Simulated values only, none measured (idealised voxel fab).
Process module name: voxel self aligned vias
We display cut, a cross-section 275 nm in width whose square cells are each 5 nm.
Notation: cross-section as square-cell grid; stated in bands, top first, going down; one or more cell rows per band.
Top, bottom (nm), then materials left to right with widths (nm); lone material tagged "throughout" fills the whole band edge to edge; "blank" = empty space.
Convention: height 0 is the level below which the wafer, as received, is all one material. The lowest band does not terminate at the bottom but continues downward, represented as "top 0, no bottom".
Per-row width for "30 to 40": begins at first number (top row of band), ends at second number (bottom row), increment between rows held constant.
Step marked "nothing altered"? Then no cell in the cross-section changed in it.
Any empty space of 8 cells or more lacking an open way to the top shows up in "Closed-off voids" as width x height at distance, distance from the left edge, in nm.
It should be noted that, on the line of a given step, the content following the step's settings is a remark produced by the simulator itself with respect to that step.
For masked steps, "overlay nm" on the step line gives how far right of plan the mask actually lay; a minus sign means it lay to the left.
[Steps planned for the process]
1) RECEIVE (material Si)
2) CONFORMAL_DEP (material SiO2; thk nm 15)
3) CONFORMAL_DEP (material SiCN; thk nm 5)
4) DIRECTIONAL_DEP (material SiO2; thk nm 20)
5) PATTERN (tone open; mask id LINES; material resist; width nm 20; pitch nm 70; thk nm 15; overlay nm 0)
6) DIRECTIONAL_ETCH (etch materials SiO2; depth nm 20)
7) STRIP (etch materials resist)
8) CONFORMAL_DEP (material TiN; thk nm 5)
9) FILL_DEP (material W; thk nm 5)
10) CMP (height nm 40)
11) SELECTIVE_ETCH (etch materials W Ru TiN; depth nm 5)
12) FILL_DEP (material SiN; thk nm 5)
13) CMP (height nm 40)
14) DIRECTIONAL_DEP (material SiO2; thk nm 15)
15) PATTERN (tone open; mask id VIAS; material resist; width nm 40; pitch nm 140; thk nm 15; overlay nm 0)
16) DIRECTIONAL_ETCH (etch materials SiO2; depth nm 15)
17) DIRECTIONAL_ETCH (etch materials SiN; depth nm 5)
18) STRIP (etch materials resist)
19) CONFORMAL_DEP (material TiN; thk nm 5)
20) FILL_DEP (material Cu; thk nm 10)
21) CMP (height nm 55)
22) CONFORMAL_DEP (material SiN; thk nm 5)
[First wafer out of two, processed as planned]
[As-received state of the wafer in cross-section, equivalent to post-step 1]
> top 0, no bottom = Si throughout
> Closed-off voids: none
[How the wafer stands in section after step 2]
> top 15, bottom 0 = SiO2 throughout
> Lower than 0, everything is as it was.
[How the wafer stands in section after step 3]
> top 20, bottom 15 = SiCN throughout
> Lower than 15, everything is as it was.
[How the wafer stands in section after step 4]
> top 40, bottom 20 = SiO2 throughout
> Lower than 20, everything is as it was.
[How the wafer stands in section after step 5]
> top 55, bottom 40 = resist (55), blank (20), resist (50), blank (20), resist (50), blank (20), resist (60)
> Lower than 40, everything is as it was.
[How the wafer stands in section after step 6]
> top 55, bottom 40 = resist (55), blank (20), resist (50), blank (20), resist (50), blank (20), resist (60)
> top 40, bottom 20 = SiO2 (55), blank (20), SiO2 (50), blank (20), SiO2 (50), blank (20), SiO2 (60)
> Lower than 20, everything is as it was.
[How the wafer stands in section after step 7]
> top 40, bottom 20 = SiO2 (55), blank (20), SiO2 (50), blank (20), SiO2 (50), blank (20), SiO2 (60)
> Lower than 20, everything is as it was.
[How the wafer stands in section after step 8]
> top 45, bottom 40 = TiN (60), blank (10), TiN (60), blank (10), TiN (60), blank (10), TiN (65)
> top 40, bottom 25 = SiO2 (55), TiN (5), blank (10), TiN (5), SiO2 (50), TiN (5), blank (10), TiN (5), SiO2 (50), TiN (5), blank (10), TiN (5), SiO2 (60)
> top 25, bottom 20 = SiO2 (55), TiN (20), SiO2 (50), TiN (20), SiO2 (50), TiN (20), SiO2 (60)
> Lower than 20, everything is as it was.
[How the wafer stands in section after step 9]
> top 50, bottom 45 = W throughout
> top 45, bottom 40 = TiN (60), W (10), TiN (60), W (10), TiN (60), W (10), TiN (65)
> top 40, bottom 25 = SiO2 (55), TiN (5), W (10), TiN (5), SiO2 (50), TiN (5), W (10), TiN (5), SiO2 (50), TiN (5), W (10), TiN (5), SiO2 (60)
> Lower than 25, everything is as it was.
[How the wafer stands in section after step 10]
> top 40, bottom 25 = SiO2 (55), TiN (5), W (10), TiN (5), SiO2 (50), TiN (5), W (10), TiN (5), SiO2 (50), TiN (5), W (10), TiN (5), SiO2 (60)
> Lower than 25, everything is as it was.
[How the wafer stands in section after step 11]
> top 40, bottom 35 = SiO2 (55), blank (20), SiO2 (50), blank (20), SiO2 (50), blank (20), SiO2 (60)
> Lower than 35, everything is as it was.
[How the wafer stands in section after step 12]
> top 45, bottom 40 = SiN throughout
> top 40, bottom 35 = SiO2 (55), SiN (20), SiO2 (50), SiN (20), SiO2 (50), SiN (20), SiO2 (60)
> Lower than 35, everything is as it was.
[How the wafer stands in section after step 13]
> top 40, bottom 35 = SiO2 (55), SiN (20), SiO2 (50), SiN (20), SiO2 (50), SiN (20), SiO2 (60)
> Lower than 35, everything is as it was.
[How the wafer stands in section after step 14]
> top 55, bottom 40 = SiO2 throughout
> Lower than 40, everything is as it was.
[How the wafer stands in section after step 15]
> top 70, bottom 55 = resist (45), blank (40), resist (100), blank (40), resist (50)
> Lower than 55, everything is as it was.
[How the wafer stands in section after step 16]
> top 70, bottom 55 = resist (45), blank (40), resist (100), blank (40), resist (50)
> top 55, bottom 40 = SiO2 (45), blank (40), SiO2 (100), blank (40), SiO2 (50)
> Lower than 40, everything is as it was.
[How the wafer stands in section after step 17]
> top 70, bottom 55 = resist (45), blank (40), resist (100), blank (40), resist (50)
> top 55, bottom 40 = SiO2 (45), blank (40), SiO2 (100), blank (40), SiO2 (50)
> top 40, bottom 35 = SiO2 (55), blank (20), SiO2 (50), SiN (20), SiO2 (50), blank (20), SiO2 (60)
> Lower than 35, everything is as it was.
[How the wafer stands in section after step 18]
> top 55, bottom 40 = SiO2 (45), blank (40), SiO2 (100), blank (40), SiO2 (50)
> Lower than 40, everything is as it was.
[How the wafer stands in section after step 19]
> top 60, bottom 55 = TiN (50), blank (30), TiN (110), blank (30), TiN (55)
> top 55, bottom 45 = SiO2 (45), TiN (5), blank (30), TiN (5), SiO2 (100), TiN (5), blank (30), TiN (5), SiO2 (50)
> top 45, bottom 40 = SiO2 (45), TiN (15), blank (10), TiN (15), SiO2 (100), TiN (15), blank (10), TiN (15), SiO2 (50)
> top 40, bottom 35 = SiO2 (55), TiN (20), SiO2 (50), SiN (20), SiO2 (50), TiN (20), SiO2 (60)
> Lower than 35, everything is as it was.
[How the wafer stands in section after step 20]
> top 70, bottom 60 = Cu throughout
> top 60, bottom 55 = TiN (50), Cu (30), TiN (110), Cu (30), TiN (55)
> top 55, bottom 45 = SiO2 (45), TiN (5), Cu (30), TiN (5), SiO2 (100), TiN (5), Cu (30), TiN (5), SiO2 (50)
> top 45, bottom 40 = SiO2 (45), TiN (15), Cu (10), TiN (15), SiO2 (100), TiN (15), Cu (10), TiN (15), SiO2 (50)
> Lower than 40, everything is as it was.
[How the wafer stands in section after step 21]
> top 55, bottom 45 = SiO2 (45), TiN (5), Cu (30), TiN (5), SiO2 (100), TiN (5), Cu (30), TiN (5), SiO2 (50)
> Lower than 45, everything is as it was.
[How the wafer stands in section after step 22]
> top 60, bottom 55 = SiN throughout
> Lower than 55, everything is as it was.
[Wafer two: like wafer one in start and plan, but with one mistake in execution; identical up to and including step 14]
Second wafer profile in section, at the moment step 15 of the plan was meant to be complete: nothing altered
[Second wafer profile in section, at the moment step 16 of the plan was meant to be complete]
> top 40, bottom 35 = SiO2 (55), SiN (20), SiO2 (50), SiN (20), SiO2 (50), SiN (20), SiO2 (60)
> Lower than 35, everything is as it was.
[Second wafer profile in section, at the moment step 17 of the plan was meant to be complete]
> top 40, bottom 35 = SiO2 (55), blank (20), SiO2 (50), blank (20), SiO2 (50), blank (20), SiO2 (60)
> Lower than 35, everything is as it was.
Second wafer profile in section, at the moment step 18 of the plan was meant to be complete: nothing altered
[Second wafer profile in section, at the moment step 19 of the plan was meant to be complete]
> top 45, bottom 40 = TiN (60), blank (10), TiN (60), blank (10), TiN (60), blank (10), TiN (65)
> top 40, bottom 35 = SiO2 (55), TiN (20), SiO2 (50), TiN (20), SiO2 (50), TiN (20), SiO2 (60)
> Lower than 35, everything is as it was.
[Second wafer profile in section, at the moment step 20 of the plan was meant to be complete]
> top 55, bottom 45 = Cu throughout
> top 45, bottom 40 = TiN (60), Cu (10), TiN (60), Cu (10), TiN (60), Cu (10), TiN (65)
> Lower than 40, everything is as it was.
Second wafer profile in section, at the moment step 21 of the plan was meant to be complete: nothing altered
[Second wafer profile in section, at the moment step 22 of the plan was meant to be complete]
> top 60, bottom 55 = SiN throughout
> Lower than 55, everything is as it was.
Run error: step 15 of the plan was excluded from execution and never run
The second wafer ends with more or fewer cells of some materials than the first, per final count: Cu +88 | SiN -4 | SiO2 -117 | TiN +33
